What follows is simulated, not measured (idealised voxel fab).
The process module presented herein is designated voxel released beams.
cross-section cut | 230 nm wide | cells 5 nm
Cross-section layout: square cells on a grid; listed as bands, top to bottom; a band spans one or more cell rows.
Heights first: top, then bottom, in nm. Then materials, left to right, each with a width in nm. "full width" on a single material: fills the band edge to edge. "blank": empty space.
We count height from 0. Below that, the starting wafer is all one material. The lowest band never ends at the bottom but goes on down; see "z 0 and below" for how that is written.
A two-number width, for instance "30 to 40", indicates that the width is equal to the first number in the top row of the band and to the second number in the bottom row, and that it changes by a constant amount per row of cells.
"stayed the same" (step): cross-section cells unchanged, all of them.
Basically, "Unvented cavities" tells you about the enclosed voids: empty spaces with no open way to the top, 8 cells or bigger, each written width x height at distance, where distance is from the left edge, all in nm.
Past the settings on a step's line: simulator remark, on that step.
overlay nm: for a step with a mask, the amount by which the mask lay right of where it was planned; a negative amount means left of it.
PROCESS STEPS FORESEEN IN THE PLAN
| 1 | RECEIVE, material Si |
| 2 | CONFORMAL_DEP, material Al2O3, thk nm 10 |
| 3 | DIRECTIONAL_DEP, material SiO2, thk nm 15 |
| 4 | PATTERN, tone open, mask id ANCHOR, material resist, width nm 35, thk nm 15, overlay nm 0 |
| 5 | DIRECTIONAL_ETCH, etch materials SiO2, depth nm 15 |
| 6 | STRIP, etch materials resist |
| 7 | CONFORMAL_DEP, material polySi, thk nm 10 |
| 8 | DIRECTIONAL_DEP, material aC, thk nm 10 |
| 9 | PATTERN, tone cover, mask id BEAM, material resist, width nm 95, thk nm 25, overlay nm 0 |
| 10 | DIRECTIONAL_ETCH, etch materials aC, depth nm 10 |
| 11 | STRIP, etch materials resist |
| 12 | DIRECTIONAL_ETCH, etch materials polySi, depth nm 10 |
| 13 | STRIP, etch materials aC |
| 14 | STRIP, etch materials SiO2 |
INCOMING WAFER IN CROSS-SECTION (STATE: AFTER STEP 1)
  z 0 and below  Si full width
  Unvented cavities: none
ONE MISTAKE IN RUNNING THE MODULE, OTHERWISE START AND PLAN AS ABOVE: CROSS-SECTION AT THE END
  z 35 to 25  blank=65 / polySi=20 / blank=5 / polySi=70 / blank=70
  z 25 to 20  blank=75 / polySi=10 / blank=5 / polySi=10 / blank=130
  z 20 to 10  blank=75 / polySi=25 / blank=130
  z 10 to 0  Al2O3 full width
  z 0 and below  Si full width
  Unvented cavities: none
Which mistake was made when the wafer was run? note that step 4 departed from the planned setting and was carried out as PATTERN, tone open, mask id ANCHOR, material resist, width nm 25, thk nm 15, overlay nm 0
